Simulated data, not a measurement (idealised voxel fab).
The process module presented herein is designated voxel self aligned contacts.
Xsec cut, 185 nm wide, square cell size 5 nm.
Format of a cross-section: grid, square cells. Given as bands. Order: top down. Band: one or more rows of cells. Within each band entry, the heights of the top and of the bottom of the band appear first, in that order and in nm; the materials of the band then follow from left to right, each with its corresponding width in nm. The designation "edge to edge" on a single material indicates that it fills the band from edge to edge; the designation "blank" indicates empty space. Heights are measured from 0, the level below which the as-received wafer is all one material; the lowest band has no bottom and continues downward, written as in "0 nm and below". The two numbers in a width such as "30..40" mark its ends across the band: the first belongs to the top row of cells, the second to the bottom row, and from each row to the next the width moves by the same amount. What does "no alteration" mean for a step? It means no cell of the cross-section changed in that step. "Enclosed void list" - sealed voids, min. 8 cells, no opening to top; format: width x height at distance (distance from left edge; nm throughout). Where a step's line continues beyond its settings, the continuation is a remark by the simulator itself on that step. On any step carrying a mask, the "overlay nm" setting, if present on the step's line, tells how far right of its planned place the mask lay; negative values point to the left.
### Planned step list for the process
1: RECEIVE,material Si
2: OXIDIZE,depth nm 5
3: DIRECTIONAL_DEP,material polySi,thk nm 25
4: DIRECTIONAL_DEP,material SiN,thk nm 25
5: DIRECTIONAL_DEP,material aC,thk nm 10
6: PATTERN,tone cover,mask id GATE,material resist,width nm 25,pitch nm 65,thk nm 30,overlay nm 0
7: DIRECTIONAL_ETCH,etch materials aC,depth nm 10
8: STRIP,etch materials resist
9: DIRECTIONAL_ETCH,etch materials SiN,depth nm 25
10: DIRECTIONAL_ETCH,etch materials polySi,depth nm 25
11: STRIP,etch materials aC
12: CONFORMAL_DEP,material SiN,thk nm 10
13: DIRECTIONAL_ETCH,etch materials SiN,depth nm 10
14: FILL_DEP,material SiO2,thk nm 20
15: CMP,height nm 60
16: MASKED_ETCH,tone open,mask id CONTACT,width nm 50,pitch nm 65,etch materials SiO2,depth nm 65,overlay nm 0
17: CONFORMAL_DEP,material TiN,thk nm 5
18: FILL_DEP,material W,thk nm 5
19: CMP,height nm 60
20: CONFORMAL_DEP,material SiCN,thk nm 5
### Cross-section of the incoming wafer, state after step 1
> 0 nm and below | Si edge to edge
> Enclosed void list: none
### Cross-section taken at module completion on the first of two wafers; processed per the plan
> 65 nm to 60 nm | SiCN edge to edge
> 60 nm to 50 nm | SiO2 35 nm  TiN 5..20 nm  W 40..10 nm  TiN 5..20 nm  SiO2 15 nm  TiN 5..20 nm  W 40..10 nm  TiN 5..20 nm  SiO2 35 nm
> 50 nm to 25 nm | SiO2 5 nm  SiN 45 nm  TiN 5 nm  W 10 nm  TiN 5 nm  SiN 45 nm  TiN 5 nm  W 10 nm  TiN 5 nm  SiN 45 nm  SiO2 5 nm
> 25 nm to 0 nm | SiO2 5 nm  SiN 10 nm  polySi 25 nm  SiN 10 nm  TiN 5 nm  W 10 nm  TiN 5 nm  SiN 10 nm  polySi 25 nm  SiN 10 nm  TiN 5 nm  W 10 nm  TiN 5 nm  SiN 10 nm  polySi 25 nm  SiN 10 nm  SiO2 5 nm
> 0 nm to -5 nm | SiO2 50 nm  TiN 20 nm  SiO2 45 nm  TiN 20 nm  SiO2 50 nm
> -5 nm and below | Si edge to edge
> Enclosed void list: none
### Wafer two (of two), end-of-module cross-section: start = wafer one, plan = wafer one, one run mistake
> 65 nm to 60 nm | SiCN edge to edge
> 60 nm to 50 nm | SiO2 45 nm  TiN 5..10 nm  W 40..10 nm  TiN 5..30 nm  SiO2 15 nm  TiN 5..10 nm  W 40..10 nm  TiN 5..30 nm  SiO2 25 nm
> 50 nm to 25 nm | SiO2 5 nm  SiN 45 nm  TiN 5 nm  W 10 nm  TiN 5 nm  SiN 45 nm  TiN 5 nm  W 10 nm  TiN 5 nm  SiN 45 nm  SiO2 5 nm
> 25 nm to 0 nm | SiO2 5 nm  SiN 10 nm  polySi 25 nm  SiN 10 nm  TiN 5 nm  W 10 nm  TiN 5 nm  SiN 10 nm  polySi 25 nm  SiN 10 nm  TiN 5 nm  W 10 nm  TiN 5 nm  SiN 10 nm  polySi 25 nm  SiN 10 nm  SiO2 5 nm
> 0 nm to -5 nm | SiO2 50 nm  TiN 20 nm  SiO2 45 nm  TiN 20 nm  SiO2 50 nm
> -5 nm and below | Si edge to edge
> Enclosed void list: none
Which mistake was made when the wafer was run? step 16 was not run as planned; what actually ran was MASKED_ETCH,tone open,mask id CONTACT,width nm 50,pitch nm 65,etch materials SiO2,depth nm 65,overlay nm 10
Comparing end states, the material composition by cell count is preserved from the first wafer to the second, while the locations of the cells are not.
